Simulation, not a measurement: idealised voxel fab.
Process module heading - voxel self aligned vias
The figure presents cross-section cut, which has a width of 225 nm and is divided into square cells with an edge length of 5 nm.
A cross-section is a grid of square cells, given in bands from the top down. A band is one or more rows of cells.
Band: top height; bottom height; in nm. Then, left to right: material with width in nm, for each material. "all across": a single material spanning edge to edge. "empty": empty space.
Height datum 0, below which the as-received substrate wafer is one material. Lowest band open at the bottom, running downward: "z 0 and below".
A width such as "30..40" changes by the same amount from each row of cells to the next, from the band's top row to its bottom row.
Where the words "everything unchanged" appear for a step, the cross-section shows no cell changed by that step; every cell remained as before.
This entry, "Trapped void list", enumerates those empty regions of no fewer than 8 cells that possess no open connection to the top. Each region is reported in the form width x height at distance, the distance being taken from the left edge, with all three quantities expressed in nm.
Where a step's line continues beyond its settings, the continuation is a remark by the simulator itself on that step.
What "overlay nm" on a step's line means: if the step has a mask, that mask lay this far to the right of its planned place, or, when the value is negative, to the left.

## Here's what the planned process steps look like
1. RECEIVE (material Si)
2. CONFORMAL_DEP (material SiO2; thk nm 10)
3. CONFORMAL_DEP (material SiCN; thk nm 5)
4. DIRECTIONAL_DEP (material lowk; thk nm 20)
5. MASKED_ETCH (tone open; mask id LINES; width nm 30; pitch nm 70; etch materials lowk; depth nm 20; overlay nm 0)
6. CONFORMAL_DEP (material TiN; thk nm 5)
7. FILL_DEP (material W; thk nm 5)
8. CMP (height nm 35)
9. SELECTIVE_ETCH (etch materials W Ru TiN; depth nm 5)
10. FILL_DEP (material SiN; thk nm 10)
11. CMP (height nm 35)
12. DIRECTIONAL_DEP (material lowk; thk nm 15)
13. DIRECTIONAL_DEP (material aC; thk nm 15)
14. PATTERN (tone open; mask id VIAS; material resist; width nm 40; pitch nm 70; thk nm 35; overlay nm 0)
15. DIRECTIONAL_ETCH (etch materials aC; depth nm 15)
16. STRIP (etch materials resist)
17. DIRECTIONAL_ETCH (etch materials lowk; depth nm 15)
18. DIRECTIONAL_ETCH (etch materials SiN; depth nm 5)
19. STRIP (etch materials aC)
20. CONFORMAL_DEP (material TiN; thk nm 5)
21. FILL_DEP (material Ru; thk nm 10)
22. CMP (height nm 50)
23. CONFORMAL_DEP (material SiN; thk nm 5)

## Cross-section of the incoming wafer, state after step 1
* z 0 and below: Si all across
* Trapped void list: none

## Post-module cross-section: identical start and plan to those above, one misstep in execution
* z 70 to 65: SiN all across
* z 65 to 55: Ru all across
* z 55 to 50: TiN 25 nm | Ru 30 nm | TiN 40 nm | Ru 30 nm | TiN 40 nm | Ru 30 nm | TiN 30 nm
* z 50 to 40: lowk 20 nm | TiN 5 nm | Ru 30 nm | TiN 5 nm | lowk 30 nm | TiN 5 nm | Ru 30 nm | TiN 5 nm | lowk 30 nm | TiN 5 nm | Ru 30 nm | TiN 5 nm | lowk 25 nm
* z 40 to 35: lowk 20 nm | TiN 10 nm | Ru 20 nm | TiN 10 nm | lowk 30 nm | TiN 10 nm | Ru 20 nm | TiN 10 nm | lowk 30 nm | TiN 10 nm | Ru 20 nm | TiN 10 nm | lowk 25 nm
* z 35 to 30: lowk 25 nm | TiN 30 nm | lowk 40 nm | TiN 30 nm | lowk 40 nm | TiN 30 nm | lowk 30 nm
* z 30 to 20: lowk 25 nm | TiN 5 nm | W 20 nm | TiN 5 nm | lowk 40 nm | TiN 5 nm | W 20 nm | TiN 5 nm | lowk 40 nm | TiN 5 nm | W 20 nm | TiN 5 nm | lowk 30 nm
* z 20 to 15: lowk 25 nm | TiN 30 nm | lowk 40 nm | TiN 30 nm | lowk 40 nm | TiN 30 nm | lowk 30 nm
* z 15 to 10: SiCN all across
* z 10 to 0: SiO2 all across
* z 0 and below: Si all across
* Trapped void list: none
what went wrong: step 22 of the plan never got run, it was skipped over
